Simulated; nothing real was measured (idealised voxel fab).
The following is a process module called voxel self aligned contacts.
Cross-section cut spans 240 nm and uses square cells 5 nm in size.
Bands, listed from the top down, are how a cross-section gets written in this document; the cross-section itself is a grid of square cells, and a band is one or more rows of them. Each band's line starts with the height of the band's top and of its bottom, in nm. Then come its materials from left to right, each with its width in nm. One material with "full width" fills the band from edge to edge. "air" is empty space. Height 0 is the level under which the wafer as received is all one material. The lowest band goes on downwards, as in "top 0, no bottom". The two numbers in a width such as "30 to 40" mark its ends across the band: the first belongs to the top row of cells, the second to the bottom row, and from each row to the next the width moves by the same amount. Take "nothing got changed" at face value: in the step it is given for, the cross-section changed in none of its cells. Heads up: "Trapped cavities" only lists the empty pockets with no open path to the top that are 8 cells or more, and it writes them as width x height at distance, distance from the left edge, in nm. If you see something after the settings on a step's line, that's the simulator's own remark about that step. The optional step-line setting "overlay nm" applies to steps with a mask and quantifies how far to the right of its planned location the mask lay, a negative value indicating leftward placement. Pairs, read this way: before one process step on the one hand, after it on the other, the after cross-section ending at the lowest band that changed; the step between, settings included, beneath. Same starting wafer throughout, but possibly different runs of this module, so no pair continues from the pair above unless its entry headed "Structure before processing" says so.

Structure before processing:
  top 0, no bottom: Si full width
  Trapped cavities: none

Post-Step Snapshot:
  top 5, bottom 0: SiO2 full width
  Everything below 0 is unchanged.
  Trapped cavities: none
Process step (between the before and after cross-sections above): CONFORMAL_DEP, material SiO2, thk nm 5

Structure before processing: nothing new to draw here, it's the after view of the pair just above.

Post-Step Snapshot:
  top 30, bottom 5: polySi full width
  Everything below 5 is unchanged.
  Trapped cavities: none
Process step (between the before and after cross-sections above): DIRECTIONAL_DEP, material polySi, thk nm 25

Structure before processing: nothing new to draw here, it's the after view of the pair just above.

Post-Step Snapshot:
  top 50, bottom 30: SiN full width
  Everything below 30 is unchanged.
  Trapped cavities: none
Process step (between the before and after cross-sections above): DIRECTIONAL_DEP, material SiN, thk nm 20

Structure before processing: nothing new to draw here, it's the after view of the pair just above.

Post-Step Snapshot:
  top 60, bottom 50: aC full width
  Everything below 50 is unchanged.
  Trapped cavities: none
Process step (between the before and after cross-sections above): DIRECTIONAL_DEP, material aC, thk nm 10

Structure before processing: nothing new to draw here, it's the after view of the pair just above.

Post-Step Snapshot:
  top 85, bottom 60: air 65 | resist 35 | air 40 | resist 35 | air 65
  Everything below 60 is unchanged.
  Trapped cavities: none
Process step (between the before and after cross-sections above): PATTERN, tone cover, mask id GATE, material resist, width nm 35, pitch nm 75, thk nm 25, overlay nm 0

Structure before processing: nothing new to draw here, it's the after view of the pair just above.

Post-Step Snapshot:
  top 75, bottom 60: air 65 | resist 35 | air 40 | resist 35 | air 65
  top 60, bottom 50: air 65 | aC 35 | air 40 | aC 35 | air 65
  Everything below 50 is unchanged.
  Trapped cavities: none
Process step (between the before and after cross-sections above): DIRECTIONAL_ETCH, etch materials aC, depth nm 10

Structure before processing: nothing new to draw here, it's the after view of the pair just above.

Post-Step Snapshot:
  top 60, bottom 50: air 65 | aC 35 | air 40 | aC 35 | air 65
  Everything below 50 is unchanged.
  Trapped cavities: none
Process step (between the before and after cross-sections above): STRIP, etch materials resist

Structure before processing: nothing new to draw here, it's the after view of the pair just above.

Post-Step Snapshot:
  top 60, bottom 50: air 65 | aC 35 | air 40 | aC 35 | air 65
  top 50, bottom 30: air 65 | SiN 35 | air 40 | SiN 35 | air 65
  Everything below 30 is unchanged.
  Trapped cavities: none
Process step (between the before and after cross-sections above): DIRECTIONAL_ETCH, etch materials SiN, depth nm 20

Structure before processing: nothing new to draw here, it's the after view of the pair just above.

Post-Step Snapshot:
  top 60, bottom 50: air 65 | aC 35 | air 40 | aC 35 | air 65
  top 50, bottom 30: air 65 | SiN 35 | air 40 | SiN 35 | air 65
  top 30, bottom 5: air 65 | polySi 35 | air 40 | polySi 35 | air 65
  Everything below 5 is unchanged.
  Trapped cavities: none
Process step (between the before and after cross-sections above): DIRECTIONAL_ETCH, etch materials polySi, depth nm 25

Structure before processing: nothing new to draw here, it's the after view of the pair just above.

Post-Step Snapshot:
  top 50, bottom 30: air 65 | SiN 35 | air 40 | SiN 35 | air 65
  Everything below 30 is unchanged.
  Trapped cavities: none
Process step (between the before and after cross-sections above): STRIP, etch materials aC

Structure before processing: nothing new to draw here, it's the after view of the pair just above.

Post-Step Snapshot:
  top 60, bottom 30: air 55 | SiN 55 | air 20 | SiN 55 | air 55
  top 30, bottom 15: air 55 | SiN 10 | polySi 35 | SiN 10 | air 20 | SiN 10 | polySi 35 | SiN 10 | air 55
  top 15, bottom 5: SiN 65 | polySi 35 | SiN 40 | polySi 35 | SiN 65
  Everything below 5 is unchanged.
  Trapped cavities: none
Process step (between the before and after cross-sections above): CONFORMAL_DEP, material SiN, thk nm 10

Structure before processing: nothing new to draw here, it's the after view of the pair just above.

Post-Step Snapshot:
  top 50, bottom 30: air 55 | SiN 55 | air 20 | SiN 55 | air 55
  top 30, bottom 5: air 55 | SiN 10 | polySi 35 | SiN 10 | air 20 | SiN 10 | polySi 35 | SiN 10 | air 55
  Everything below 5 is unchanged.
  Trapped cavities: none
Process step (between the before and after cross-sections above): DIRECTIONAL_ETCH, etch materials SiN, depth nm 10

Structure before processing: nothing new to draw here, it's the after view of the pair just above.

Post-Step Snapshot:
  top 60, bottom 50: SiO2 full width
  top 50, bottom 30: SiO2 55 | SiN 55 | SiO2 20 | SiN 55 | SiO2 55
  top 30, bottom 5: SiO2 55 | SiN 10 | polySi 35 | SiN 10 | SiO2 20 | SiN 10 | polySi 35 | SiN 10 | SiO2 55
  Everything below 5 is unchanged.
  Trapped cavities: none
Process step (between the before and after cross-sections above): FILL_DEP, material SiO2, thk nm 10

Structure before processing: nothing new to draw here, it's the after view of the pair just above.

Post-Step Snapshot:
  top 55, bottom 50: SiO2 full width
  Everything below 50 is unchanged.
  Trapped cavities: none
Process step (between the before and after cross-sections above): CMP, height nm 55

Structure before processing: nothing new to draw here, it's the after view of the pair just above.

Post-Step Snapshot:
  top 55, bottom 50: SiO2 90 | air 60 | SiO2 90
  top 50, bottom 30: SiO2 55 | SiN 55 | air 20 | SiN 55 | SiO2 55
  top 30, bottom 5: SiO2 55 | SiN 10 | polySi 35 | SiN 10 | air 20 | SiN 10 | polySi 35 | SiN 10 | SiO2 55
  top 5, bottom 0: SiO2 110 | air 20 | SiO2 110
  Everything below 0 is unchanged.
  Trapped cavities: none
Process step (between the before and after cross-sections above): MASKED_ETCH, tone open, mask id CONTACT, width nm 60, etch materials SiO2, depth nm 55, overlay nm 0

Structure before processing: nothing new to draw here, it's the after view of the pair just above.

Post-Step Snapshot:
  top 60, bottom 55: TiN 95 | air 50 | TiN 95
  top 55, bottom 50: SiO2 90 | TiN 25 | air 10 | TiN 25 | SiO2 90
  top 50, bottom 30: SiO2 55 | SiN 55 | TiN 5 | air 10 | TiN 5 | SiN 55 | SiO2 55
  top 30, bottom 5: SiO2 55 | SiN 10 | polySi 35 | SiN 10 | TiN 5 | air 10 | TiN 5 | SiN 10 | polySi 35 | SiN 10 | SiO2 55
  top 5, bottom 0: SiO2 110 | TiN 20 | SiO2 110
  Everything below 0 is unchanged.
  Trapped cavities: none
Process step (between the before and after cross-sections above): CONFORMAL_DEP, material TiN, thk nm 5

Structure before processing: nothing new to draw here, it's the after view of the pair just above.

Post-Step Snapshot:
  top 65, bottom 60: W full width
  top 60, bottom 55: TiN 95 | W 50 | TiN 95
  top 55, bottom 50: SiO2 90 | TiN 25 | W 10 | TiN 25 | SiO2 90
  top 50, bottom 30: SiO2 55 | SiN 55 | TiN 5 | W 10 | TiN 5 | SiN 55 | SiO2 55
  top 30, bottom 5: SiO2 55 | SiN 10 | polySi 35 | SiN 10 | TiN 5 | W 10 | TiN 5 | SiN 10 | polySi 35 | SiN 10 | SiO2 55
  Everything below 5 is unchanged.
  Trapped cavities: none
Process step (between the before and after cross-sections above): FILL_DEP, material W, thk nm 5

Structure before processing: nothing new to draw here, it's the after view of the pair just above.

Post-Step Snapshot:
  top 55, bottom 50: SiO2 90 | TiN 25 | W 10 | TiN 25 | SiO2 90
  Everything below 50 is unchanged.
  Trapped cavities: none
Process step (between the before and after cross-sections above): CMP, height nm 55

Structure before processing: nothing new to draw here, it's the after view of the pair just above.

Post-Step Snapshot:
  top 60, bottom 55: SiCN full width
  Everything below 55 is unchanged.
  Trapped cavities: none
Process step (between the before and after cross-sections above): CONFORMAL_DEP, material SiCN, thk nm 5

Structure before processing:
  top 0, no bottom: Si full width
  Trapped cavities: none

Post-Step Snapshot:
  top 25, bottom 0: polySi full width
  Everything below 0 is unchanged.
  Trapped cavities: none
Process step (between the before and after cross-sections above): DIRECTIONAL_DEP, material polySi, thk nm 25

Structure before processing: nothing new to draw here, it's the after view of the pair just above.

Post-Step Snapshot:
  top 45, bottom 25: SiN full width
  Everything below 25 is unchanged.
  Trapped cavities: none
Process step (between the before and after cross-sections above): DIRECTIONAL_DEP, material SiN, thk nm 20

Structure before processing: nothing new to draw here, it's the after view of the pair just above.

Post-Step Snapshot:
  top 55, bottom 45: aC full width
  Everything below 45 is unchanged.
  Trapped cavities: none
Process step (between the before and after cross-sections above): DIRECTIONAL_DEP, material aC, thk nm 10

Structure before processing: nothing new to draw here, it's the after view of the pair just above.

Post-Step Snapshot:
  top 80, bottom 55: air 65 | resist 35 | air 40 | resist 35 | air 65
  Everything below 55 is unchanged.
  Trapped cavities: none
Process step (between the before and after cross-sections above): PATTERN, tone cover, mask id GATE, material resist, width nm 35, pitch nm 75, thk nm 25, overlay nm 0

Structure before processing: nothing new to draw here, it's the after view of the pair just above.

Post-Step Snapshot:
  top 70, bottom 55: air 65 | resist 35 | air 40 | resist 35 | air 65
  top 55, bottom 45: air 65 | aC 35 | air 40 | aC 35 | air 65
  Everything below 45 is unchanged.
  Trapped cavities: none
Process step (between the before and after cross-sections above): DIRECTIONAL_ETCH, etch materials aC, depth nm 10

Structure before processing: nothing new to draw here, it's the after view of the pair just above.

Post-Step Snapshot:
  top 55, bottom 45: air 65 | aC 35 | air 40 | aC 35 | air 65
  Everything below 45 is unchanged.
  Trapped cavities: none
Process step (between the before and after cross-sections above): STRIP, etch materials resist

Structure before processing: nothing new to draw here, it's the after view of the pair just above.

Post-Step Snapshot:
  top 55, bottom 45: air 65 | aC 35 | air 40 | aC 35 | air 65
  top 45, bottom 25: air 65 | SiN 35 | air 40 | SiN 35 | air 65
  Everything below 25 is unchanged.
  Trapped cavities: none
Process step (between the before and after cross-sections above): DIRECTIONAL_ETCH, etch materials SiN, depth nm 20

Structure before processing: nothing new to draw here, it's the after view of the pair just above.

Post-Step Snapshot:
  top 55, bottom 45: air 65 | aC 35 | air 40 | aC 35 | air 65
  top 45, bottom 25: air 65 | SiN 35 | air 40 | SiN 35 | air 65
  top 25, bottom 0: air 65 | polySi 35 | air 40 | polySi 35 | air 65
  Everything below 0 is unchanged.
  Trapped cavities: none
Process step (between the before and after cross-sections above): DIRECTIONAL_ETCH, etch materials polySi, depth nm 25

Structure before processing: nothing new to draw here, it's the after view of the pair just above.

Post-Step Snapshot:
  top 45, bottom 25: air 65 | SiN 35 | air 40 | SiN 35 | air 65
  Everything below 25 is unchanged.
  Trapped cavities: none
Process step (between the before and after cross-sections above): STRIP, etch materials aC

Structure before processing: nothing new to draw here, it's the after view of the pair just above.

Post-Step Snapshot:
  top 55, bottom 25: air 55 | SiN 55 | air 20 | SiN 55 | air 55
  top 25, bottom 10: air 55 | SiN 10 | polySi 35 | SiN 10 | air 20 | SiN 10 | polySi 35 | SiN 10 | air 55
  top 10, bottom 0: SiN 65 | polySi 35 | SiN 40 | polySi 35 | SiN 65
  Everything below 0 is unchanged.
  Trapped cavities: none
Process step (between the before and after cross-sections above): CONFORMAL_DEP, material SiN, thk nm 10

Structure before processing: nothing new to draw here, it's the after view of the pair just above.

Post-Step Snapshot:
  top 45, bottom 25: air 55 | SiN 55 | air 20 | SiN 55 | air 55
  top 25, bottom 0: air 55 | SiN 10 | polySi 35 | SiN 10 | air 20 | SiN 10 | polySi 35 | SiN 10 | air 55
  Everything below 0 is unchanged.
  Trapped cavities: none
Process step (between the before and after cross-sections above): DIRECTIONAL_ETCH, etch materials SiN, depth nm 10

Structure before processing: nothing new to draw here, it's the after view of the pair just above.

Post-Step Snapshot:
  top 55, bottom 45: SiO2 full width
  top 45, bottom 25: SiO2 55 | SiN 55 | SiO2 20 | SiN 55 | SiO2 55
  top 25, bottom 0: SiO2 55 | SiN 10 | polySi 35 | SiN 10 | SiO2 20 | SiN 10 | polySi 35 | SiN 10 | SiO2 55
  Everything below 0 is unchanged.
  Trapped cavities: none
Process step (between the before and after cross-sections above): FILL_DEP, material SiO2, thk nm 10

Structure before processing: nothing new to draw here, it's the after view of the pair just above.

Post-Step Snapshot:
  top 55, bottom 45: SiO2 90 | air 60 | SiO2 90
  top 45, bottom 25: SiO2 55 | SiN 55 | air 20 | SiN 55 | SiO2 55
  top 25, bottom 0: SiO2 55 | SiN 10 | polySi 35 | SiN 10 | air 20 | SiN 10 | polySi 35 | SiN 10 | SiO2 55
  Everything below 0 is unchanged.
  Trapped cavities: none
Process step (between the before and after cross-sections above): MASKED_ETCH, tone open, mask id CONTACT, width nm 60, etch materials SiO2, depth nm 55, overlay nm 0

Structure before processing: nothing new to draw here, it's the after view of the pair just above.

Post-Step Snapshot:
  top 60, bottom 55: TiN 95 | air 50 | TiN 95
  top 55, bottom 45: SiO2 90 | TiN 5 to 25 | air 50 to 10 | TiN 5 to 25 | SiO2 90
  top 45, bottom 25: SiO2 55 | SiN 55 | TiN 5 | air 10 | TiN 5 | SiN 55 | SiO2 55
  top 25, bottom 5: SiO2 55 | SiN 10 | polySi 35 | SiN 10 | TiN 5 | air 10 | TiN 5 | SiN 10 | polySi 35 | SiN 10 | SiO2 55
  top 5, bottom 0: SiO2 55 | SiN 10 | polySi 35 | SiN 10 | TiN 20 | SiN 10 | polySi 35 | SiN 10 | SiO2 55
  Everything below 0 is unchanged.
  Trapped cavities: none
Process step (between the before and after cross-sections above): CONFORMAL_DEP, material TiN, thk nm 5

Structure before processing: nothing new to draw here, it's the after view of the pair just above.

Post-Step Snapshot:
  top 65, bottom 60: W full width
  top 60, bottom 55: TiN 95 | W 50 | TiN 95
  top 55, bottom 45: SiO2 90 | TiN 5 to 25 | W 50 to 10 | TiN 5 to 25 | SiO2 90
  top 45, bottom 25: SiO2 55 | SiN 55 | TiN 5 | W 10 | TiN 5 | SiN 55 | SiO2 55
  top 25, bottom 5: SiO2 55 | SiN 10 | polySi 35 | SiN 10 | TiN 5 | W 10 | TiN 5 | SiN 10 | polySi 35 | SiN 10 | SiO2 55
  Everything below 5 is unchanged.
  Trapped cavities: none
Process step (between the before and after cross-sections above): FILL_DEP, material W, thk nm 5

Structure before processing: nothing new to draw here, it's the after view of the pair just above.

Post-Step Snapshot:
  top 55, bottom 45: SiO2 90 | TiN 5 to 25 | W 50 to 10 | TiN 5 to 25 | SiO2 90
  Everything below 45 is unchanged.
  Trapped cavities: none
Process step (between the before and after cross-sections above): CMP, height nm 55

Structure before processing: nothing new to draw here, it's the after view of the pair just above.

Post-Step Snapshot:
  top 60, bottom 55: SiCN full width
  Everything below 55 is unchanged.
  Trapped cavities: none
Process step (between the before and after cross-sections above): CONFORMAL_DEP, material SiCN, thk nm 5

Structure before processing:
  top 50, bottom 30: SiN full width
  top 30, bottom 5: polySi full width
  top 5, bottom 0: SiO2 full width
  top 0, no bottom: Si full width
  Trapped cavities: none

Post-Step Snapshot:
  top 70, bottom 30: SiN full width
  Everything below 30 is unchanged.
  Trapped cavities: none
Process step (between the before and after cross-sections above): DIRECTIONAL_DEP, material SiN, thk nm 20

Structure before processing: nothing new to draw here, it's the after view of the pair just above.

Post-Step Snapshot:
  top 80, bottom 70: aC full width
  Everything below 70 is unchanged.
  Trapped cavities: none
Process step (between the before and after cross-sections above): DIRECTIONAL_DEP, material aC, thk nm 10

Structure before processing: nothing new to draw here, it's the after view of the pair just above.

Post-Step Snapshot:
  top 105, bottom 80: air 65 | resist 35 | air 40 | resist 35 | air 65
  Everything below 80 is unchanged.
  Trapped cavities: none
Process step (between the before and after cross-sections above): PATTERN, tone cover, mask id GATE, material resist, width nm 35, pitch nm 75, thk nm 25, overlay nm 0

Structure before processing: nothing new to draw here, it's the after view of the pair just above.

Post-Step Snapshot:
  top 95, bottom 80: air 65 | resist 35 | air 40 | resist 35 | air 65
  top 80, bottom 70: air 65 | aC 35 | air 40 | aC 35 | air 65
  Everything below 70 is unchanged.
  Trapped cavities: none
Process step (between the before and after cross-sections above): DIRECTIONAL_ETCH, etch materials aC, depth nm 10

Structure before processing: nothing new to draw here, it's the after view of the pair just above.

Post-Step Snapshot:
  top 80, bottom 70: air 65 | aC 35 | air 40 | aC 35 | air 65
  Everything below 70 is unchanged.
  Trapped cavities: none
Process step (between the before and after cross-sections above): STRIP, etch materials resist

Structure before processing: nothing new to draw here, it's the after view of the pair just above.

Post-Step Snapshot:
  top 80, bottom 70: air 65 | aC 35 | air 40 | aC 35 | air 65
  top 70, bottom 50: air 65 | SiN 35 | air 40 | SiN 35 | air 65
  Everything below 50 is unchanged.
  Trapped cavities: none
Process step (between the before and after cross-sections above): DIRECTIONAL_ETCH, etch materials SiN, depth nm 20

Structure before processing: nothing new to draw here, it's the after view of the pair just above.

Post-Step Snapshot:
  top 70, bottom 50: air 65 | SiN 35 | air 40 | SiN 35 | air 65
  Everything below 50 is unchanged.
  Trapped cavities: none
Process step (between the before and after cross-sections above): STRIP, etch materials aC

Structure before processing: nothing new to draw here, it's the after view of the pair just above.

Post-Step Snapshot:
  top 80, bottom 60: air 55 | SiN 55 | air 20 | SiN 55 | air 55
  top 60, bottom 30: SiN full width
  Everything below 30 is unchanged.
  Trapped cavities: none
Process step (between the before and after cross-sections above): CONFORMAL_DEP, material SiN, thk nm 10

Structure before processing: nothing new to draw here, it's the after view of the pair just above.

Post-Step Snapshot:
  top 70, bottom 50: air 55 | SiN 55 | air 20 | SiN 55 | air 55
  Everything below 50 is unchanged.
  Trapped cavities: none
Process step (between the before and after cross-sections above): DIRECTIONAL_ETCH, etch materials SiN, depth nm 10

Structure before processing: nothing new to draw here, it's the after view of the pair just above.

Post-Step Snapshot:
  top 80, bottom 70: SiO2 full width
  top 70, bottom 50: SiO2 55 | SiN 55 | SiO2 20 | SiN 55 | SiO2 55
  Everything below 50 is unchanged.
  Trapped cavities: none
Process step (between the before and after cross-sections above): FILL_DEP, material SiO2, thk nm 10

Structure before processing: nothing new to draw here, it's the after view of the pair just above.

Post-Step Snapshot:
  top 55, bottom 50: SiO2 55 | SiN 55 | SiO2 20 | SiN 55 | SiO2 55
  Everything below 50 is unchanged.
  Trapped cavities: none
Process step (between the before and after cross-sections above): CMP, height nm 55

Structure before processing: nothing new to draw here, it's the after view of the pair just above.

Post-Step Snapshot:
  top 55, bottom 50: SiO2 55 | SiN 55 | air 20 | SiN 55 | SiO2 55
  Everything below 50 is unchanged.
  Trapped cavities: none
Process step (between the before and after cross-sections above): MASKED_ETCH, tone open, mask id CONTACT, width nm 60, etch materials SiO2, depth nm 55, overlay nm 0

Structure before processing: nothing new to draw here, it's the after view of the pair just above.

Post-Step Snapshot:
  top 60, bottom 55: TiN 115 | air 10 | TiN 115
  top 55, bottom 50: SiO2 55 | SiN 55 | TiN 20 | SiN 55 | SiO2 55
  Everything below 50 is unchanged.
  Trapped cavities: none
Process step (between the before and after cross-sections above): CONFORMAL_DEP, material TiN, thk nm 5

Structure before processing: nothing new to draw here, it's the after view of the pair just above.

Post-Step Snapshot:
  top 65, bottom 60: W full width
  top 60, bottom 55: TiN 115 | W 10 | TiN 115
  Everything below 55 is unchanged.
  Trapped cavities: none
Process step (between the before and after cross-sections above): FILL_DEP, material W, thk nm 5

Structure before processing: nothing new to draw here, it's the after view of the pair just above.

Post-Step Snapshot:
  top 55, bottom 50: SiO2 55 | SiN 55 | TiN 20 | SiN 55 | SiO2 55
  Everything below 50 is unchanged.
  Trapped cavities: none
Process step (between the before and after cross-sections above): CMP, height nm 55

Structure before processing: nothing new to draw here, it's the after view of the pair just above.

Post-Step Snapshot:
  top 60, bottom 55: SiCN full width
  Everything below 55 is unchanged.
  Trapped cavities: none
Process step (between the before and after cross-sections above): CONFORMAL_DEP, material SiCN, thk nm 5

Structure before processing:
  top 5, bottom 0: SiO2 full width
  top 0, no bottom: Si full width
  Trapped cavities: none

Post-Step Snapshot:
  top 25, bottom 5: SiN full width
  Everything below 5 is unchanged.
  Trapped cavities: none
Process step (between the before and after cross-sections above): DIRECTIONAL_DEP, material SiN, thk nm 20

Structure before processing: nothing new to draw here, it's the after view of the pair just above.

Post-Step Snapshot:
  top 50, bottom 25: polySi full width
  Everything below 25 is unchanged.
  Trapped cavities: none
Process step (between the before and after cross-sections above): DIRECTIONAL_DEP, material polySi, thk nm 25

Structure before processing: nothing new to draw here, it's the after view of the pair just above.

Post-Step Snapshot:
  top 60, bottom 50: aC full width
  Everything below 50 is unchanged.
  Trapped cavities: none
Process step (between the before and after cross-sections above): DIRECTIONAL_DEP, material aC, thk nm 10

Structure before processing: nothing new to draw here, it's the after view of the pair just above.

Post-Step Snapshot:
  top 85, bottom 60: air 65 | resist 35 | air 40 | resist 35 | air 65
  Everything below 60 is unchanged.
  Trapped cavities: none
Process step (between the before and after cross-sections above): PATTERN, tone cover, mask id GATE, material resist, width nm 35, pitch nm 75, thk nm 25, overlay nm 0

Structure before processing: nothing new to draw here, it's the after view of the pair just above.

Post-Step Snapshot:
  top 75, bottom 60: air 65 | resist 35 | air 40 | resist 35 | air 65
  top 60, bottom 50: air 65 | aC 35 | air 40 | aC 35 | air 65
  Everything below 50 is unchanged.
  Trapped cavities: none
Process step (between the before and after cross-sections above): DIRECTIONAL_ETCH, etch materials aC, depth nm 10

Structure before processing: nothing new to draw here, it's the after view of the pair just above.

Post-Step Snapshot:
  top 60, bottom 50: air 65 | aC 35 | air 40 | aC 35 | air 65
  Everything below 50 is unchanged.
  Trapped cavities: none
Process step (between the before and after cross-sections above): STRIP, etch materials resist

Structure before processing: nothing new to draw here, it's the after view of the pair just above.

Post-Step Snapshot:
  top 60, bottom 50: air 65 | aC 35 | air 40 | aC 35 | air 65
  top 50, bottom 25: air 65 | polySi 35 | air 40 | polySi 35 | air 65
  Everything below 25 is unchanged.
  Trapped cavities: none
Process step (between the before and after cross-sections above): DIRECTIONAL_ETCH, etch materials polySi, depth nm 25

Structure before processing: nothing new to draw here, it's the after view of the pair just above.

Post-Step Snapshot:
  top 50, bottom 25: air 65 | polySi 35 | air 40 | polySi 35 | air 65
  Everything below 25 is unchanged.
  Trapped cavities: none
Process step (between the before and after cross-sections above): STRIP, etch materials aC

Structure before processing: nothing new to draw here, it's the after view of the pair just above.

Post-Step Snapshot:
  top 60, bottom 50: air 55 | SiN 55 | air 20 | SiN 55 | air 55
  top 50, bottom 35: air 55 | SiN 10 | polySi 35 | SiN 10 | air 20 | SiN 10 | polySi 35 | SiN 10 | air 55
  top 35, bottom 25: SiN 65 | polySi 35 | SiN 40 | polySi 35 | SiN 65
  Everything below 25 is unchanged.
  Trapped cavities: none
Process step (between the before and after cross-sections above): CONFORMAL_DEP, material SiN, thk nm 10

Structure before processing: nothing new to draw here, it's the after view of the pair just above.

Post-Step Snapshot:
  top 50, bottom 25: air 55 | SiN 10 | polySi 35 | SiN 10 | air 20 | SiN 10 | polySi 35 | SiN 10 | air 55
  Everything below 25 is unchanged.
  Trapped cavities: none
Process step (between the before and after cross-sections above): DIRECTIONAL_ETCH, etch materials SiN, depth nm 10

Structure before processing: nothing new to draw here, it's the after view of the pair just above.

Post-Step Snapshot:
  top 60, bottom 50: SiO2 full width
  top 50, bottom 25: SiO2 55 | SiN 10 | polySi 35 | SiN 10 | SiO2 20 | SiN 10 | polySi 35 | SiN 10 | SiO2 55
  Everything below 25 is unchanged.
  Trapped cavities: none
Process step (between the before and after cross-sections above): FILL_DEP, material SiO2, thk nm 10

Structure before processing: nothing new to draw here, it's the after view of the pair just above.

Post-Step Snapshot:
  top 55, bottom 50: SiO2 full width
  Everything below 50 is unchanged.
  Trapped cavities: none
Process step (between the before and after cross-sections above): CMP, height nm 55

Structure before processing: nothing new to draw here, it's the after view of the pair just above.

Post-Step Snapshot:
  top 55, bottom 50: SiO2 90 | air 60 | SiO2 90
  top 50, bottom 25: SiO2 55 | SiN 10 | polySi 35 | SiN 10 | air 20 | SiN 10 | polySi 35 | SiN 10 | SiO2 55
  Everything below 25 is unchanged.
  Trapped cavities: none
Process step (between the before and after cross-sections above): MASKED_ETCH, tone open, mask id CONTACT, width nm 60, etch materials SiO2, depth nm 55, overlay nm 0

Structure before processing: nothing new to draw here, it's the after view of the pair just above.

Post-Step Snapshot:
  top 60, bottom 55: TiN 95 | air 50 | TiN 95
  top 55, bottom 50: SiO2 90 | TiN 25 | air 10 | TiN 25 | SiO2 90
  top 50, bottom 30: SiO2 55 | SiN 10 | polySi 35 | SiN 10 | TiN 5 | air 10 | TiN 5 | SiN 10 | polySi 35 | SiN 10 | SiO2 55
  top 30, bottom 25: SiO2 55 | SiN 10 | polySi 35 | SiN 10 | TiN 20 | SiN 10 | polySi 35 | SiN 10 | SiO2 55
  Everything below 25 is unchanged.
  Trapped cavities: none
Process step (between the before and after cross-sections above): CONFORMAL_DEP, material TiN, thk nm 5

Structure before processing: nothing new to draw here, it's the after view of the pair just above.

Post-Step Snapshot:
  top 65, bottom 60: W full width
  top 60, bottom 55: TiN 95 | W 50 | TiN 95
  top 55, bottom 50: SiO2 90 | TiN 25 | W 10 | TiN 25 | SiO2 90
  top 50, bottom 30: SiO2 55 | SiN 10 | polySi 35 | SiN 10 | TiN 5 | W 10 | TiN 5 | SiN 10 | polySi 35 | SiN 10 | SiO2 55
  Everything below 30 is unchanged.
  Trapped cavities: none
Process step (between the before and after cross-sections above): FILL_DEP, material W, thk nm 5

Structure before processing: nothing new to draw here, it's the after view of the pair just above.

Post-Step Snapshot:
  top 55, bottom 50: SiO2 90 | TiN 25 | W 10 | TiN 25 | SiO2 90
  Everything below 50 is unchanged.
  Trapped cavities: none
Process step (between the before and after cross-sections above): CMP, height nm 55

Structure before processing: nothing new to draw here, it's the after view of the pair just above.

Post-Step Snapshot:
  top 60, bottom 55: SiCN full width
  Everything below 55 is unchanged.
  Trapped cavities: none
Process step (between the before and after cross-sections above): CONFORMAL_DEP, material SiCN, thk nm 5

Structure before processing:
  top 30, bottom 5: polySi full width
  top 5, bottom 0: SiO2 full width
  top 0, no bottom: Si full width
  Trapped cavities: none

Post-Step Snapshot:
  top 55, bottom 30: SiN full width
  Everything below 30 is unchanged.
  Trapped cavities: none
Process step (between the before and after cross-sections above): DIRECTIONAL_DEP, material SiN, thk nm 25

Structure before processing: nothing new to draw here, it's the after view of the pair just above.

Post-Step Snapshot:
  top 65, bottom 55: aC full width
  Everything below 55 is unchanged.
  Trapped cavities: none
Process step (between the before and after cross-sections above): DIRECTIONAL_DEP, material aC, thk nm 10

Structure before processing: nothing new to draw here, it's the after view of the pair just above.

Post-Step Snapshot:
  top 90, bottom 65: air 65 | resist 35 | air 40 | resist 35 | air 65
  Everything below 65 is unchanged.
  Trapped cavities: none
Process step (between the before and after cross-sections above): PATTERN, tone cover, mask id GATE, material resist, width nm 35, pitch nm 75, thk nm 25, overlay nm 0

Structure before processing: nothing new to draw here, it's the after view of the pair just above.

Post-Step Snapshot:
  top 80, bottom 65: air 65 | resist 35 | air 40 | resist 35 | air 65
  top 65, bottom 55: air 65 | aC 35 | air 40 | aC 35 | air 65
  Everything below 55 is unchanged.
  Trapped cavities: none
Process step (between the before and after cross-sections above): DIRECTIONAL_ETCH, etch materials aC, depth nm 10

Structure before processing: nothing new to draw here, it's the after view of the pair just above.

Post-Step Snapshot:
  top 65, bottom 55: air 65 | aC 35 | air 40 | aC 35 | air 65
  Everything below 55 is unchanged.
  Trapped cavities: none
Process step (between the before and after cross-sections above): STRIP, etch materials resist

Structure before processing: nothing new to draw here, it's the after view of the pair just above.

Post-Step Snapshot:
  top 65, bottom 55: air 65 | aC 35 | air 40 | aC 35 | air 65
  top 55, bottom 35: air 65 | SiN 35 | air 40 | SiN 35 | air 65
  Everything below 35 is unchanged.
  Trapped cavities: none
Process step (between the before and after cross-sections above): DIRECTIONAL_ETCH, etch materials SiN, depth nm 20

Structure before processing: nothing new to draw here, it's the after view of the pair just above.

Post-Step Snapshot:
  top 55, bottom 35: air 65 | SiN 35 | air 40 | SiN 35 | air 65
  Everything below 35 is unchanged.
  Trapped cavities: none
Process step (between the before and after cross-sections above): STRIP, etch materials aC

Structure before processing: nothing new to draw here, it's the after view of the pair just above.

Post-Step Snapshot:
  top 65, bottom 45: air 55 | SiN 55 | air 20 | SiN 55 | air 55
  top 45, bottom 30: SiN full width
  Everything below 30 is unchanged.
  Trapped cavities: none
Process step (between the before and after cross-sections above): CONFORMAL_DEP, material SiN, thk nm 10

Structure before processing: nothing new to draw here, it's the after view of the pair just above.

Post-Step Snapshot:
  top 55, bottom 35: air 55 | SiN 55 | air 20 | SiN 55 | air 55
  Everything below 35 is unchanged.
  Trapped cavities: none
Process step (between the before and after cross-sections above): DIRECTIONAL_ETCH, etch materials SiN, depth nm 10

Structure before processing: nothing new to draw here, it's the after view of the pair just above.

Post-Step Snapshot:
  top 65, bottom 55: SiO2 full width
  top 55, bottom 35: SiO2 55 | SiN 55 | SiO2 20 | SiN 55 | SiO2 55
  Everything below 35 is unchanged.
  Trapped cavities: none
Process step (between the before and after cross-sections above): FILL_DEP, material SiO2, thk nm 10

Structure before processing: nothing new to draw here, it's the after view of the pair just above.

Post-Step Snapshot:
  top 55, bottom 35: SiO2 55 | SiN 55 | SiO2 20 | SiN 55 | SiO2 55
  Everything below 35 is unchanged.
  Trapped cavities: none
Process step (between the before and after cross-sections above): CMP, height nm 55
